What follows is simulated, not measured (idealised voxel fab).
Proc. module: voxel self aligned vias
Square cells of 5 nm make up the cross-section cut, whose width is 225 nm.
Cross-section, as written here: a square-cell grid given band by band from the top down, where a band holds one or more rows of cells. Band entry format. Leading values: height of top, height of bottom, nm. Remainder: materials in left-to-right order, each with its width in nm. Special words: "everywhere" on a single material, which then fills the band edge to edge; "air", empty space. The level at which height equals 0 is the one under which the wafer, as it arrives, is entirely one material. No lower edge exists for the bottom band, which continues downward and is notated as in "0 and below". The two numbers in a width such as "30->40" mark its ends across the band: the first belongs to the top row of cells, the second to the bottom row, and from each row to the next the width moves by the same amount. Reading "left unchanged" for a step: not a cell of the cross-section changed in it. If an empty space has no open way to the top and is at least 8 cells in size, "Enclosed internal voids" lists it, written width x height at distance, where distance is measured from the left edge and every value is in nm. What comes after the settings on a step's line is commentary from the simulator itself on that step. Regarding "overlay nm": on a step with a mask, it is the distance the mask lay to the right of its planned place; a negative value places it to the left.

The planned process steps are enumerated hereunder:
step 1: RECEIVE [material Si]
step 2: CONFORMAL_DEP [material SiO2] [thk nm 15]
step 3: CONFORMAL_DEP [material SiCN] [thk nm 5]
step 4: DIRECTIONAL_DEP [material lowk] [thk nm 20]
step 5: PATTERN [tone open] [mask id LINES] [material resist] [width nm 20] [pitch nm 65] [thk nm 15] [overlay nm 0]
step 6: DIRECTIONAL_ETCH [etch materials lowk] [depth nm 20]
step 7: STRIP [etch materials resist]
step 8: CONFORMAL_DEP [material TiN] [thk nm 5]
step 9: FILL_DEP [material Ru] [thk nm 5]
step 10: CMP [height nm 40]
step 11: SELECTIVE_ETCH [etch materials W Ru TiN] [depth nm 5]
step 12: FILL_DEP [material SiN] [thk nm 10]
step 13: CMP [height nm 40]
step 14: DIRECTIONAL_DEP [material lowk] [thk nm 15]
step 15: DIRECTIONAL_DEP [material aC] [thk nm 15]
step 16: PATTERN [tone open] [mask id VIAS] [material resist] [width nm 40] [pitch nm 65] [thk nm 35] [overlay nm 0]
step 17: DIRECTIONAL_ETCH [etch materials aC] [depth nm 15]
step 18: STRIP [etch materials resist]
step 19: DIRECTIONAL_ETCH [etch materials lowk] [depth nm 15]
step 20: DIRECTIONAL_ETCH [etch materials SiN] [depth nm 5]
step 21: STRIP [etch materials aC]
step 22: CONFORMAL_DEP [material TiN] [thk nm 5]
step 23: FILL_DEP [material W] [thk nm 5]
step 24: CMP [height nm 55]
step 25: CONFORMAL_DEP [material SiCN] [thk nm 5]

Cross-section of the wafer at receipt, which is the condition after step 1:
    0 and below: Si everywhere
    Enclosed internal voids: none

Here's the cross-section of the first of our two wafers at the end of the module - it ran as planned:
    60 down to 55: SiCN everywhere
    55 down to 45: lowk=25, TiN=5, W=30, TiN=5, lowk=25, TiN=5, W=30, TiN=5, lowk=25, TiN=5, W=30, TiN=5, lowk=30
    45 down to 40: lowk=25, TiN=15, W=10, TiN=15, lowk=25, TiN=15, W=10, TiN=15, lowk=25, TiN=15, W=10, TiN=15, lowk=30
    40 down to 35: lowk=35, TiN=20, lowk=45, TiN=20, lowk=45, TiN=20, lowk=40
    35 down to 25: lowk=35, TiN=5, Ru=10, TiN=5, lowk=45, TiN=5, Ru=10, TiN=5, lowk=45, TiN=5, Ru=10, TiN=5, lowk=40
    25 down to 20: lowk=35, TiN=20, lowk=45, TiN=20, lowk=45, TiN=20, lowk=40
    20 down to 15: SiCN everywhere
    15 down to 0: SiO2 everywhere
    0 and below: Si everywhere
    Enclosed internal voids: none

What the second wafer looks like in cross-section once the module is done. Its start and its plan matched the first wafer's exactly; what differed was one mistake in how it was run:
    60 down to 55: SiCN everywhere
    55 down to 40: lowk=25, TiN=5, W=30, TiN=5, lowk=25, TiN=5, W=30, TiN=5, lowk=25, TiN=5, W=30, TiN=5, lowk=30
    40 down to 35: lowk=25, TiN=40, lowk=25, TiN=40, lowk=25, TiN=40, lowk=30
    35 down to 25: lowk=25, TiN=15, Ru=10, TiN=15, lowk=25, TiN=15, Ru=10, TiN=15, lowk=25, TiN=15, Ru=10, TiN=15, lowk=30
    25 down to 20: lowk=35, TiN=20, lowk=45, TiN=20, lowk=45, TiN=20, lowk=40
    20 down to 15: SiCN everywhere
    15 down to 0: SiO2 everywhere
    0 and below: Si everywhere
    Enclosed internal voids: none
Want to know what went wrong? regarding the plan, step 19 was run twice
Cell-count delta at end, second wafer over first, by material: TiN +24; W +12; lowk -36
